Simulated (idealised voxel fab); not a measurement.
Process module under the name voxel quadruple lines
Xsec cut, 215 nm wide, square cell size 5 nm.
The cross-sections in this document take the form of a grid made of square cells. They are written out as bands, in order from top to bottom. Each band consists of one or more rows of cells. Top, bottom (nm), then materials left to right with widths (nm); lone material tagged "everywhere" fills the whole band edge to edge; "air" = empty space. We count height from 0. Below that, the starting wafer is all one material. The lowest band never ends at the bottom but goes on down; see "top 0, no bottom" for how that is written. The two numbers in a width such as "30 to 40" mark its ends across the band: the first belongs to the top row of cells, the second to the bottom row, and from each row to the next the width moves by the same amount. When a step is marked "remains unaltered", none of the cells in the cross-section changed during that step. Closed-off voids of 8+ cells (no open route to the top) go in "Listed closed voids", written width x height at distance from the left edge, in nm. Note: text after step settings on the step line = simulator remark on that step. The optional step-line setting "overlay nm" applies to steps with a mask and quantifies how far to the right of its planned location the mask lay, a negative value indicating leftward placement.

Intended process steps:
1. RECEIVE, material Si
2. CONFORMAL_DEP, material SiO2, thk nm 10
3. DIRECTIONAL_DEP, material Ru, thk nm 15
4. DIRECTIONAL_DEP, material polySi, thk nm 15
5. DIRECTIONAL_DEP, material aC, thk nm 25
6. PATTERN, tone cover, mask id MANDREL, material resist, width nm 20, pitch nm 60, thk nm 35, overlay nm 0
7. DIRECTIONAL_ETCH, etch materials aC, depth nm 25
8. STRIP, etch materials resist
9. CONFORMAL_DEP, material SiO2, thk nm 10
10. DIRECTIONAL_ETCH, etch materials SiO2, depth nm 10
11. STRIP, etch materials aC
12. DIRECTIONAL_ETCH, etch materials polySi, depth nm 15
13. STRIP, etch materials SiO2
14. CONFORMAL_DEP, material SiCN, thk nm 5
15. DIRECTIONAL_ETCH, etch materials SiCN, depth nm 5
16. STRIP, etch materials polySi
17. DIRECTIONAL_ETCH, etch materials Ru, depth nm 15
18. STRIP, etch materials SiCN
19. FILL_DEP, material lowk, thk nm 10
20. CMP, height nm 25

Concerning the first of two wafers, which was run in accordance with the plan:

Shown in cross-section is the wafer as received, that is, as it stands after step 1:
> top 0, no bottom: Si everywhere
> Listed closed voids: none

Step 2 done - wafer cross-section:
> top 10, bottom 0: SiO2 everywhere
> Everything below 0 is unchanged.

Step 3 done - wafer cross-section:
> top 25, bottom 10: Ru everywhere
> Everything below 10 is unchanged.

Step 4 done - wafer cross-section:
> top 40, bottom 25: polySi everywhere
> Everything below 25 is unchanged.

Step 5 done - wafer cross-section:
> top 65, bottom 40: aC everywhere
> Everything below 40 is unchanged.

Step 6 done - wafer cross-section:
> top 100, bottom 65: 65 nm air, 20 nm resist, 40 nm air, 20 nm resist, 70 nm air
> Everything below 65 is unchanged.

Step 7 done - wafer cross-section:
> top 75, bottom 65: 65 nm air, 20 nm resist, 40 nm air, 20 nm resist, 70 nm air
> top 65, bottom 40: 65 nm air, 20 nm aC, 40 nm air, 20 nm aC, 70 nm air
> Everything below 40 is unchanged.

Step 8 done - wafer cross-section:
> top 65, bottom 40: 65 nm air, 20 nm aC, 40 nm air, 20 nm aC, 70 nm air
> Everything below 40 is unchanged.

Step 9 done - wafer cross-section:
> top 75, bottom 65: 55 nm air, 40 nm SiO2, 20 nm air, 40 nm SiO2, 60 nm air
> top 65, bottom 50: 55 nm air, 10 nm SiO2, 20 nm aC, 10 nm SiO2, 20 nm air, 10 nm SiO2, 20 nm aC, 10 nm SiO2, 60 nm air
> top 50, bottom 40: 65 nm SiO2, 20 nm aC, 40 nm SiO2, 20 nm aC, 70 nm SiO2
> Everything below 40 is unchanged.

Step 10 done - wafer cross-section:
> top 65, bottom 40: 55 nm air, 10 nm SiO2, 20 nm aC, 10 nm SiO2, 20 nm air, 10 nm SiO2, 20 nm aC, 10 nm SiO2, 60 nm air
> Everything below 40 is unchanged.

Step 11 done - wafer cross-section:
> top 65, bottom 40: 55 nm air, 10 nm SiO2, 20 nm air, 10 nm SiO2, 20 nm air, 10 nm SiO2, 20 nm air, 10 nm SiO2, 60 nm air
> Everything below 40 is unchanged.

Step 12 done - wafer cross-section:
> top 65, bottom 40: 55 nm air, 10 nm SiO2, 20 nm air, 10 nm SiO2, 20 nm air, 10 nm SiO2, 20 nm air, 10 nm SiO2, 60 nm air
> top 40, bottom 25: 55 nm air, 10 nm polySi, 20 nm air, 10 nm polySi, 20 nm air, 10 nm polySi, 20 nm air, 10 nm polySi, 60 nm air
> Everything below 25 is unchanged.

Step 13 done - wafer cross-section:
> top 40, bottom 25: 55 nm air, 10 nm polySi, 20 nm air, 10 nm polySi, 20 nm air, 10 nm polySi, 20 nm air, 10 nm polySi, 60 nm air
> Everything below 25 is unchanged.

Step 14 done - wafer cross-section:
> top 45, bottom 40: 50 nm air, 20 nm SiCN, 10 nm air, 20 nm SiCN, 10 nm air, 20 nm SiCN, 10 nm air, 20 nm SiCN, 55 nm air
> top 40, bottom 30: 50 nm air, 5 nm SiCN, 10 nm polySi, 5 nm SiCN, 10 nm air, 5 nm SiCN, 10 nm polySi, 5 nm SiCN, 10 nm air, 5 nm SiCN, 10 nm polySi, 5 nm SiCN, 10 nm air, 5 nm SiCN, 10 nm polySi, 5 nm SiCN, 55 nm air
> top 30, bottom 25: 55 nm SiCN, 10 nm polySi, 20 nm SiCN, 10 nm polySi, 20 nm SiCN, 10 nm polySi, 20 nm SiCN, 10 nm polySi, 60 nm SiCN
> Everything below 25 is unchanged.

Step 15 done - wafer cross-section:
> top 40, bottom 25: 50 nm air, 5 nm SiCN, 10 nm polySi, 5 nm SiCN, 10 nm air, 5 nm SiCN, 10 nm polySi, 5 nm SiCN, 10 nm air, 5 nm SiCN, 10 nm polySi, 5 nm SiCN, 10 nm air, 5 nm SiCN, 10 nm polySi, 5 nm SiCN, 55 nm air
> Everything below 25 is unchanged.

Step 16 done - wafer cross-section:
> top 40, bottom 25: 50 nm air, 5 nm SiCN, 10 nm air, 5 nm SiCN, 10 nm air, 5 nm SiCN, 10 nm air, 5 nm SiCN, 10 nm air, 5 nm SiCN, 10 nm air, 5 nm SiCN, 10 nm air, 5 nm SiCN, 10 nm air, 5 nm SiCN, 55 nm air
> Everything below 25 is unchanged.

Step 17 done - wafer cross-section:
> top 40, bottom 25: 50 nm air, 5 nm SiCN, 10 nm air, 5 nm SiCN, 10 nm air, 5 nm SiCN, 10 nm air, 5 nm SiCN, 10 nm air, 5 nm SiCN, 10 nm air, 5 nm SiCN, 10 nm air, 5 nm SiCN, 10 nm air, 5 nm SiCN, 55 nm air
> top 25, bottom 10: 50 nm air, 5 nm Ru, 10 nm air, 5 nm Ru, 10 nm air, 5 nm Ru, 10 nm air, 5 nm Ru, 10 nm air, 5 nm Ru, 10 nm air, 5 nm Ru, 10 nm air, 5 nm Ru, 10 nm air, 5 nm Ru, 55 nm air
> Everything below 10 is unchanged.

Step 18 done - wafer cross-section:
> top 25, bottom 10: 50 nm air, 5 nm Ru, 10 nm air, 5 nm Ru, 10 nm air, 5 nm Ru, 10 nm air, 5 nm Ru, 10 nm air, 5 nm Ru, 10 nm air, 5 nm Ru, 10 nm air, 5 nm Ru, 10 nm air, 5 nm Ru, 55 nm air
> Everything below 10 is unchanged.

Step 19 done - wafer cross-section:
> top 35, bottom 25: lowk everywhere
> top 25, bottom 10: 50 nm lowk, 5 nm Ru, 10 nm lowk, 5 nm Ru, 10 nm lowk, 5 nm Ru, 10 nm lowk, 5 nm Ru, 10 nm lowk, 5 nm Ru, 10 nm lowk, 5 nm Ru, 10 nm lowk, 5 nm Ru, 10 nm lowk, 5 nm Ru, 55 nm lowk
> Everything below 10 is unchanged.

Step 20 done - wafer cross-section:
> top 25, bottom 10: 50 nm lowk, 5 nm Ru, 10 nm lowk, 5 nm Ru, 10 nm lowk, 5 nm Ru, 10 nm lowk, 5 nm Ru, 10 nm lowk, 5 nm Ru, 10 nm lowk, 5 nm Ru, 10 nm lowk, 5 nm Ru, 10 nm lowk, 5 nm Ru, 55 nm lowk
> Everything below 10 is unchanged.

Wafer two of the pair: same origin, same plan, one error during the run; identical to wafer one up to and including step 1:

At the planned end of step 2, the second wafer in cross-section: remains unaltered

At the planned end of step 3, the second wafer in cross-section:
> top 15, bottom 0: Ru everywhere
> Everything below 0 is unchanged.

At the planned end of step 4, the second wafer in cross-section:
> top 30, bottom 15: polySi everywhere
> Everything below 15 is unchanged.

At the planned end of step 5, the second wafer in cross-section:
> top 55, bottom 30: aC everywhere
> Everything below 30 is unchanged.

At the planned end of step 6, the second wafer in cross-section:
> top 90, bottom 55: 65 nm air, 20 nm resist, 40 nm air, 20 nm resist, 70 nm air
> Everything below 55 is unchanged.

At the planned end of step 7, the second wafer in cross-section:
> top 65, bottom 55: 65 nm air, 20 nm resist, 40 nm air, 20 nm resist, 70 nm air
> top 55, bottom 30: 65 nm air, 20 nm aC, 40 nm air, 20 nm aC, 70 nm air
> Everything below 30 is unchanged.

At the planned end of step 8, the second wafer in cross-section:
> top 55, bottom 30: 65 nm air, 20 nm aC, 40 nm air, 20 nm aC, 70 nm air
> Everything below 30 is unchanged.

At the planned end of step 9, the second wafer in cross-section:
> top 65, bottom 55: 55 nm air, 40 nm SiO2, 20 nm air, 40 nm SiO2, 60 nm air
> top 55, bottom 40: 55 nm air, 10 nm SiO2, 20 nm aC, 10 nm SiO2, 20 nm air, 10 nm SiO2, 20 nm aC, 10 nm SiO2, 60 nm air
> top 40, bottom 30: 65 nm SiO2, 20 nm aC, 40 nm SiO2, 20 nm aC, 70 nm SiO2
> Everything below 30 is unchanged.

At the planned end of step 10, the second wafer in cross-section:
> top 55, bottom 30: 55 nm air, 10 nm SiO2, 20 nm aC, 10 nm SiO2, 20 nm air, 10 nm SiO2, 20 nm aC, 10 nm SiO2, 60 nm air
> Everything below 30 is unchanged.

At the planned end of step 11, the second wafer in cross-section:
> top 55, bottom 30: 55 nm air, 10 nm SiO2, 20 nm air, 10 nm SiO2, 20 nm air, 10 nm SiO2, 20 nm air, 10 nm SiO2, 60 nm air
> Everything below 30 is unchanged.

At the planned end of step 12, the second wafer in cross-section:
> top 55, bottom 30: 55 nm air, 10 nm SiO2, 20 nm air, 10 nm SiO2, 20 nm air, 10 nm SiO2, 20 nm air, 10 nm SiO2, 60 nm air
> top 30, bottom 15: 55 nm air, 10 nm polySi, 20 nm air, 10 nm polySi, 20 nm air, 10 nm polySi, 20 nm air, 10 nm polySi, 60 nm air
> Everything below 15 is unchanged.

At the planned end of step 13, the second wafer in cross-section:
> top 30, bottom 15: 55 nm air, 10 nm polySi, 20 nm air, 10 nm polySi, 20 nm air, 10 nm polySi, 20 nm air, 10 nm polySi, 60 nm air
> Everything below 15 is unchanged.

At the planned end of step 14, the second wafer in cross-section:
> top 35, bottom 30: 50 nm air, 20 nm SiCN, 10 nm air, 20 nm SiCN, 10 nm air, 20 nm SiCN, 10 nm air, 20 nm SiCN, 55 nm air
> top 30, bottom 20: 50 nm air, 5 nm SiCN, 10 nm polySi, 5 nm SiCN, 10 nm air, 5 nm SiCN, 10 nm polySi, 5 nm SiCN, 10 nm air, 5 nm SiCN, 10 nm polySi, 5 nm SiCN, 10 nm air, 5 nm SiCN, 10 nm polySi, 5 nm SiCN, 55 nm air
> top 20, bottom 15: 55 nm SiCN, 10 nm polySi, 20 nm SiCN, 10 nm polySi, 20 nm SiCN, 10 nm polySi, 20 nm SiCN, 10 nm polySi, 60 nm SiCN
> Everything below 15 is unchanged.

At the planned end of step 15, the second wafer in cross-section:
> top 30, bottom 15: 50 nm air, 5 nm SiCN, 10 nm polySi, 5 nm SiCN, 10 nm air, 5 nm SiCN, 10 nm polySi, 5 nm SiCN, 10 nm air, 5 nm SiCN, 10 nm polySi, 5 nm SiCN, 10 nm air, 5 nm SiCN, 10 nm polySi, 5 nm SiCN, 55 nm air
> Everything below 15 is unchanged.

At the planned end of step 16, the second wafer in cross-section:
> top 30, bottom 15: 50 nm air, 5 nm SiCN, 10 nm air, 5 nm SiCN, 10 nm air, 5 nm SiCN, 10 nm air, 5 nm SiCN, 10 nm air, 5 nm SiCN, 10 nm air, 5 nm SiCN, 10 nm air, 5 nm SiCN, 10 nm air, 5 nm SiCN, 55 nm air
> Everything below 15 is unchanged.

At the planned end of step 17, the second wafer in cross-section:
> top 30, bottom 15: 50 nm air, 5 nm SiCN, 10 nm air, 5 nm SiCN, 10 nm air, 5 nm SiCN, 10 nm air, 5 nm SiCN, 10 nm air, 5 nm SiCN, 10 nm air, 5 nm SiCN, 10 nm air, 5 nm SiCN, 10 nm air, 5 nm SiCN, 55 nm air
> top 15, bottom 0: 50 nm air, 5 nm Ru, 10 nm air, 5 nm Ru, 10 nm air, 5 nm Ru, 10 nm air, 5 nm Ru, 10 nm air, 5 nm Ru, 10 nm air, 5 nm Ru, 10 nm air, 5 nm Ru, 10 nm air, 5 nm Ru, 55 nm air
> Everything below 0 is unchanged.

At the planned end of step 18, the second wafer in cross-section:
> top 15, bottom 0: 50 nm air, 5 nm Ru, 10 nm air, 5 nm Ru, 10 nm air, 5 nm Ru, 10 nm air, 5 nm Ru, 10 nm air, 5 nm Ru, 10 nm air, 5 nm Ru, 10 nm air, 5 nm Ru, 10 nm air, 5 nm Ru, 55 nm air
> Everything below 0 is unchanged.

At the planned end of step 19, the second wafer in cross-section:
> top 25, bottom 15: lowk everywhere
> top 15, bottom 0: 50 nm lowk, 5 nm Ru, 10 nm lowk, 5 nm Ru, 10 nm lowk, 5 nm Ru, 10 nm lowk, 5 nm Ru, 10 nm lowk, 5 nm Ru, 10 nm lowk, 5 nm Ru, 10 nm lowk, 5 nm Ru, 10 nm lowk, 5 nm Ru, 55 nm lowk
> Everything below 0 is unchanged.

At the planned end of step 20, the second wafer in cross-section: remains unaltered
Short version of what went wrong: plan step 2 never ran because it was skipped
Bottom line after processing is that, in cells, the second wafer is up or down on some materials versus the first: 86 fewer of SiO2 | 86 more of lowk
